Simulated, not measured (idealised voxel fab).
process module | voxel self aligned vias
Cross-section cut: width 280 nm, square cells of 5 nm.
This document writes a cross-section as a grid whose cells are square, and gives it as bands, listed from the top down; one or more rows of cells form a band. Band: top height; bottom height; in nm. Then, left to right: material with width in nm, for each material. "full width": a single material spanning edge to edge. "blank": empty space. Zero point of the height axis is 0; under it, received wafer = one material. Lowest band: continues down indefinitely, "top 0, no bottom". A width given as "30..40" starts at the first number in the band's top row and ends at the second number in its bottom row, shifting by an equal amount at every step from row to row. Key: "nothing different" - step with no changed cell in the cross-section. "Trapped voids": sealed empty spaces, 8 cells or more, no open way to top, listed width x height at distance, with distance from the left edge and width, height and distance in nm. On a step's line, text after the settings is the simulator commenting on that step. You can add "overlay nm" to a step's line. For a step with a mask, it describes how far the mask lay to the right of its planned position, and a negative number describes a lay to the left.
### Here's what the planned process steps look like
1 RECEIVE with material Si
2 CONFORMAL_DEP with material SiO2, thk nm 15
3 CONFORMAL_DEP with material SiCN, thk nm 5
4 DIRECTIONAL_DEP with material lowk, thk nm 30
5 MASKED_ETCH with tone open, mask id LINES, width nm 30, pitch nm 75, etch materials lowk, depth nm 30, overlay nm 0
6 CONFORMAL_DEP with material TiN, thk nm 5
7 FILL_DEP with material W, thk nm 10
8 CMP with height nm 50
9 SELECTIVE_ETCH with etch materials W Ru TiN, depth nm 10
10 FILL_DEP with material SiN, thk nm 10
11 CMP with height nm 50
12 DIRECTIONAL_DEP with material lowk, thk nm 20
13 MASKED_ETCH with tone open, mask id VIAS, width nm 50, etch materials lowk, depth nm 20, overlay nm 0
14 MASKED_ETCH with tone open, mask id VIAS, width nm 50, etch materials SiN, depth nm 10, overlay nm 0
15 CONFORMAL_DEP with material TiN, thk nm 5
16 FILL_DEP with material Ru, thk nm 5
17 CMP with height nm 70
18 CONFORMAL_DEP with material SiN, thk nm 5
### First of the two wafers, run per plan
### Cross-section of the wafer upon arrival, representing the state reached after step 1
- top 0, no bottom: Si full width
- Trapped voids: none
### You're looking at a cross-section of the wafer after step 2
- top 15, bottom 0: SiO2 full width
- Beneath the level 0, the cross-section is identical to its previous state.
### You're looking at a cross-section of the wafer after step 3
- top 20, bottom 15: SiCN full width
- Beneath the level 15, the cross-section is identical to its previous state.
### You're looking at a cross-section of the wafer after step 4
- top 50, bottom 20: lowk full width
- Beneath the level 20, the cross-section is identical to its previous state.
### You're looking at a cross-section of the wafer after step 5
- top 50, bottom 20: 85 of lowk; 30 of blank; 45 of lowk; 30 of blank; 90 of lowk
- Beneath the level 20, the cross-section is identical to its previous state.
### You're looking at a cross-section of the wafer after step 6
- top 55, bottom 50: 90 of TiN; 20 of blank; 55 of TiN; 20 of blank; 95 of TiN
- top 50, bottom 25: 85 of lowk; 5 of TiN; 20 of blank; 5 of TiN; 45 of lowk; 5 of TiN; 20 of blank; 5 of TiN; 90 of lowk
- top 25, bottom 20: 85 of lowk; 30 of TiN; 45 of lowk; 30 of TiN; 90 of lowk
- Beneath the level 20, the cross-section is identical to its previous state.
### You're looking at a cross-section of the wafer after step 7
- top 65, bottom 55: W full width
- top 55, bottom 50: 90 of TiN; 20 of W; 55 of TiN; 20 of W; 95 of TiN
- top 50, bottom 25: 85 of lowk; 5 of TiN; 20 of W; 5 of TiN; 45 of lowk; 5 of TiN; 20 of W; 5 of TiN; 90 of lowk
- Beneath the level 25, the cross-section is identical to its previous state.
### You're looking at a cross-section of the wafer after step 8
- top 50, bottom 25: 85 of lowk; 5 of TiN; 20 of W; 5 of TiN; 45 of lowk; 5 of TiN; 20 of W; 5 of TiN; 90 of lowk
- Beneath the level 25, the cross-section is identical to its previous state.
### You're looking at a cross-section of the wafer after step 9
- top 50, bottom 40: 85 of lowk; 30 of blank; 45 of lowk; 30 of blank; 90 of lowk
- Beneath the level 40, the cross-section is identical to its previous state.
### You're looking at a cross-section of the wafer after step 10
- top 60, bottom 50: SiN full width
- top 50, bottom 40: 85 of lowk; 30 of SiN; 45 of lowk; 30 of SiN; 90 of lowk
- Beneath the level 40, the cross-section is identical to its previous state.
### You're looking at a cross-section of the wafer after step 11
- top 50, bottom 40: 85 of lowk; 30 of SiN; 45 of lowk; 30 of SiN; 90 of lowk
- Beneath the level 40, the cross-section is identical to its previous state.
### You're looking at a cross-section of the wafer after step 12
- top 70, bottom 50: lowk full width
- Beneath the level 50, the cross-section is identical to its previous state.
### You're looking at a cross-section of the wafer after step 13
- top 70, bottom 50: 75 of lowk; 50 of blank; 155 of lowk
- Beneath the level 50, the cross-section is identical to its previous state.
### You're looking at a cross-section of the wafer after step 14
- top 70, bottom 50: 75 of lowk; 50 of blank; 155 of lowk
- top 50, bottom 40: 85 of lowk; 30 of blank; 45 of lowk; 30 of SiN; 90 of lowk
- Beneath the level 40, the cross-section is identical to its previous state.
### You're looking at a cross-section of the wafer after step 15
- top 75, bottom 70: 80 of TiN; 40 of blank; 160 of TiN
- top 70, bottom 55: 75 of lowk; 5 of TiN; 40 of blank; 5 of TiN; 155 of lowk
- top 55, bottom 50: 75 of lowk; 15 of TiN; 20 of blank; 15 of TiN; 155 of lowk
- top 50, bottom 45: 85 of lowk; 5 of TiN; 20 of blank; 5 of TiN; 45 of lowk; 30 of SiN; 90 of lowk
- top 45, bottom 40: 85 of lowk; 30 of TiN; 45 of lowk; 30 of SiN; 90 of lowk
- Beneath the level 40, the cross-section is identical to its previous state.
### You're looking at a cross-section of the wafer after step 16
- top 80, bottom 75: Ru full width
- top 75, bottom 70: 80 of TiN; 40 of Ru; 160 of TiN
- top 70, bottom 55: 75 of lowk; 5 of TiN; 40 of Ru; 5 of TiN; 155 of lowk
- top 55, bottom 50: 75 of lowk; 15 of TiN; 20 of Ru; 15 of TiN; 155 of lowk
- top 50, bottom 45: 85 of lowk; 5 of TiN; 20 of Ru; 5 of TiN; 45 of lowk; 30 of SiN; 90 of lowk
- Beneath the level 45, the cross-section is identical to its previous state.
### You're looking at a cross-section of the wafer after step 17
- top 70, bottom 55: 75 of lowk; 5 of TiN; 40 of Ru; 5 of TiN; 155 of lowk
- Beneath the level 55, the cross-section is identical to its previous state.
### You're looking at a cross-section of the wafer after step 18
- top 75, bottom 70: SiN full width
- Beneath the level 70, the cross-section is identical to its previous state.
### Now the other wafer: same start, same recipe, but we messed up one thing when running it. Up to and including step 13 it's the same as the first one
### Cross-section of the second wafer at the time by which step 14 should have been completed according to the plan
- top 70, bottom 50: 75 of lowk; 50 of blank; 155 of lowk
- top 50, bottom 45: 85 of lowk; 30 of blank; 45 of lowk; 30 of SiN; 90 of lowk
- Beneath the level 45, the cross-section is identical to its previous state.
### Cross-section of the second wafer at the time by which step 15 should have been completed according to the plan
- top 75, bottom 70: 80 of TiN; 40 of blank; 160 of TiN
- top 70, bottom 55: 75 of lowk; 5 of TiN; 40 of blank; 5 of TiN; 155 of lowk
- top 55, bottom 50: 75 of lowk; 15 of TiN; 20 of blank; 15 of TiN; 155 of lowk
- top 50, bottom 45: 85 of lowk; 30 of TiN; 45 of lowk; 30 of SiN; 90 of lowk
- Beneath the level 45, the cross-section is identical to its previous state.
### Cross-section of the second wafer at the time by which step 16 should have been completed according to the plan
- top 80, bottom 75: Ru full width
- top 75, bottom 70: 80 of TiN; 40 of Ru; 160 of TiN
- top 70, bottom 55: 75 of lowk; 5 of TiN; 40 of Ru; 5 of TiN; 155 of lowk
- top 55, bottom 50: 75 of lowk; 15 of TiN; 20 of Ru; 15 of TiN; 155 of lowk
- Beneath the level 50, the cross-section is identical to its previous state.
### Cross-section of the second wafer at the time by which step 17 should have been completed according to the plan
- top 70, bottom 55: 75 of lowk; 5 of TiN; 40 of Ru; 5 of TiN; 155 of lowk
- Beneath the level 55, the cross-section is identical to its previous state.
### Cross-section of the second wafer at the time by which step 18 should have been completed according to the plan
- top 75, bottom 70: SiN full width
- Beneath the level 70, the cross-section is identical to its previous state.
So what did we get wrong on this run? rather than as planned, step 14 actually ran as MASKED_ETCH with tone open, mask id VIAS, width nm 50, etch materials SiN, depth nm 5, overlay nm 0
Wafer comparison, final, in cells, second relative to first, materials more or fewer: -4 Ru; +6 SiN; -2 TiN
